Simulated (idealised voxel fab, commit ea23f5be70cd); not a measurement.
Process module name: voxel spacer lines
Each square cell in cross-section cut measures 5 nm, and the section as a whole is 230 nm wide.
When this document writes out a cross-section, it uses a grid of square cells and lists it as bands, beginning at the top and moving down, with a band standing for one or more rows of cells. Look at the band entry: it leads with the top's height and the bottom's height in nm. Then it lists the materials left to right, with a width in nm for each. The word "edge to edge" on a single material says that material fills the band edge to edge. The word "empty" is empty space. Height 0 is the level under which the wafer as received is all one material. The lowest band goes on downwards, as in "0 -> down". You'd read "30 to 40" like this: the band's top row of cells is as wide as the first number, its bottom row is as wide as the second, and going down, every row changes width by the same amount as the row before did. "identical to before" -> step changed no cross-section cell. This entry, "Enclosed void entries", enumerates those empty regions of no fewer than 8 cells that possess no open connection to the top. Each region is reported in the form width x height at distance, the distance being taken from the left edge, with all three quantities expressed in nm. Whatever follows a step's settings on its line is a remark the simulator itself makes about that step. overlay nm, on a step with a mask: how far to the right of its planned place the mask lay; to the left if negative.

-- Listed below are the process steps as planned
1 RECEIVE with material Si
2 CONFORMAL_DEP with material Al2O3, thk nm 10
3 DIRECTIONAL_DEP with material polySi, thk nm 20
4 DIRECTIONAL_DEP with material aC, thk nm 30
5 PATTERN with tone cover, mask id MANDREL, material resist, width nm 20, pitch nm 70, thk nm 35, overlay nm 0
6 DIRECTIONAL_ETCH with etch materials aC, depth nm 30
7 STRIP with etch materials resist
8 CONFORMAL_DEP with material SiO2, thk nm 15
9 DIRECTIONAL_ETCH with etch materials SiO2, depth nm 15
10 STRIP with etch materials aC
11 DIRECTIONAL_ETCH with etch materials polySi, depth nm 20
12 STRIP with etch materials SiO2
13 FILL_DEP with material SiO2, thk nm 5
14 CMP with height nm 30

-- First of two wafers: run as planned

-- Here's what the wafer looked like in cross-section when it arrived - that's after step 1
    0 -> down = Si edge to edge
    Enclosed void entries: none

-- After step 2, in cross-section
    10 -> 0 = Al2O3 edge to edge
    Whatever lies below 0 is exactly as it was before.

-- After step 3, in cross-section
    30 -> 10 = polySi edge to edge
    Whatever lies below 10 is exactly as it was before.

-- After step 4, in cross-section
    60 -> 30 = aC edge to edge
    Whatever lies below 30 is exactly as it was before.

-- After step 5, in cross-section
    95 -> 60 = empty (70), resist (20), empty (50), resist (20), empty (70)
    Whatever lies below 60 is exactly as it was before.

-- After step 6, in cross-section
    65 -> 60 = empty (70), resist (20), empty (50), resist (20), empty (70)
    60 -> 30 = empty (70), aC (20), empty (50), aC (20), empty (70)
    Whatever lies below 30 is exactly as it was before.

-- After step 7, in cross-section
    60 -> 30 = empty (70), aC (20), empty (50), aC (20), empty (70)
    Whatever lies below 30 is exactly as it was before.

-- After step 8, in cross-section
    75 -> 60 = empty (55), SiO2 (50), empty (20), SiO2 (50), empty (55)
    60 -> 45 = empty (55), SiO2 (15), aC (20), SiO2 (15), empty (20), SiO2 (15), aC (20), SiO2 (15), empty (55)
    45 -> 30 = SiO2 (70), aC (20), SiO2 (50), aC (20), SiO2 (70)
    Whatever lies below 30 is exactly as it was before.

-- After step 9, in cross-section
    60 -> 30 = empty (55), SiO2 (15), aC (20), SiO2 (15), empty (20), SiO2 (15), aC (20), SiO2 (15), empty (55)
    Whatever lies below 30 is exactly as it was before.

-- After step 10, in cross-section
    60 -> 30 = empty (55), SiO2 (15), empty (20), SiO2 (15), empty (20), SiO2 (15), empty (20), SiO2 (15), empty (55)
    Whatever lies below 30 is exactly as it was before.

-- After step 11, in cross-section
    60 -> 30 = empty (55), SiO2 (15), empty (20), SiO2 (15), empty (20), SiO2 (15), empty (20), SiO2 (15), empty (55)
    30 -> 10 = empty (55), polySi (15), empty (20), polySi (15), empty (20), polySi (15), empty (20), polySi (15), empty (55)
    Whatever lies below 10 is exactly as it was before.

-- After step 12, in cross-section
    30 -> 10 = empty (55), polySi (15), empty (20), polySi (15), empty (20), polySi (15), empty (20), polySi (15), empty (55)
    Whatever lies below 10 is exactly as it was before.

-- After step 13, in cross-section
    35 -> 30 = SiO2 edge to edge
    30 -> 10 = SiO2 (55), polySi (15), SiO2 (20), polySi (15), SiO2 (20), polySi (15), SiO2 (20), polySi (15), SiO2 (55)
    Whatever lies below 10 is exactly as it was before.

-- After step 14, in cross-section
    30 -> 10 = SiO2 (55), polySi (15), SiO2 (20), polySi (15), SiO2 (20), polySi (15), SiO2 (20), polySi (15), SiO2 (55)
    Whatever lies below 10 is exactly as it was before.

-- The second wafer was prepared from the same starting point and under the same plan as the first; its processing contained one mistake, and it remains indistinguishable from the first wafer up to and including step 1

-- The second wafer in cross-section, at the planned close of step 2
    10 -> 0 = aC edge to edge
    Whatever lies below 0 is exactly as it was before.

-- The second wafer in cross-section, at the planned close of step 3
    30 -> 10 = polySi edge to edge
    Whatever lies below 10 is exactly as it was before.

-- The second wafer in cross-section, at the planned close of step 4
    60 -> 30 = aC edge to edge
    Whatever lies below 30 is exactly as it was before.

-- The second wafer in cross-section, at the planned close of step 5
    95 -> 60 = empty (70), resist (20), empty (50), resist (20), empty (70)
    Whatever lies below 60 is exactly as it was before.

-- The second wafer in cross-section, at the planned close of step 6
    65 -> 60 = empty (70), resist (20), empty (50), resist (20), empty (70)
    60 -> 30 = empty (70), aC (20), empty (50), aC (20), empty (70)
    Whatever lies below 30 is exactly as it was before.

-- The second wafer in cross-section, at the planned close of step 7
    60 -> 30 = empty (70), aC (20), empty (50), aC (20), empty (70)
    Whatever lies below 30 is exactly as it was before.

-- The second wafer in cross-section, at the planned close of step 8
    75 -> 60 = empty (55), SiO2 (50), empty (20), SiO2 (50), empty (55)
    60 -> 45 = empty (55), SiO2 (15), aC (20), SiO2 (15), empty (20), SiO2 (15), aC (20), SiO2 (15), empty (55)
    45 -> 30 = SiO2 (70), aC (20), SiO2 (50), aC (20), SiO2 (70)
    Whatever lies below 30 is exactly as it was before.

-- The second wafer in cross-section, at the planned close of step 9
    60 -> 30 = empty (55), SiO2 (15), aC (20), SiO2 (15), empty (20), SiO2 (15), aC (20), SiO2 (15), empty (55)
    Whatever lies below 30 is exactly as it was before.

-- The second wafer in cross-section, at the planned close of step 10
    60 -> 30 = empty (55), SiO2 (15), empty (20), SiO2 (15), empty (20), SiO2 (15), empty (20), SiO2 (15), empty (55)
    Whatever lies below 30 is exactly as it was before.

-- The second wafer in cross-section, at the planned close of step 11
    60 -> 30 = empty (55), SiO2 (15), empty (20), SiO2 (15), empty (20), SiO2 (15), empty (20), SiO2 (15), empty (55)
    30 -> 10 = empty (55), polySi (15), empty (20), polySi (15), empty (20), polySi (15), empty (20), polySi (15), empty (55)
    Whatever lies below 10 is exactly as it was before.

-- The second wafer in cross-section, at the planned close of step 12
    30 -> 10 = empty (55), polySi (15), empty (20), polySi (15), empty (20), polySi (15), empty (20), polySi (15), empty (55)
    Whatever lies below 10 is exactly as it was before.

-- The second wafer in cross-section, at the planned close of step 13
    35 -> 30 = SiO2 edge to edge
    30 -> 10 = SiO2 (55), polySi (15), SiO2 (20), polySi (15), SiO2 (20), polySi (15), SiO2 (20), polySi (15), SiO2 (55)
    Whatever lies below 10 is exactly as it was before.

-- The second wafer in cross-section, at the planned close of step 14
    30 -> 10 = SiO2 (55), polySi (15), SiO2 (20), polySi (15), SiO2 (20), polySi (15), SiO2 (20), polySi (15), SiO2 (55)
    Whatever lies below 10 is exactly as it was before.
Where did the run depart from the plan? the process deviated at step 2: the operation and settings actually run there were CONFORMAL_DEP with material aC, thk nm 10
End check, counted in cells, second wafer has more or fewer of these materials than the first: -92 Al2O3; +92 aC
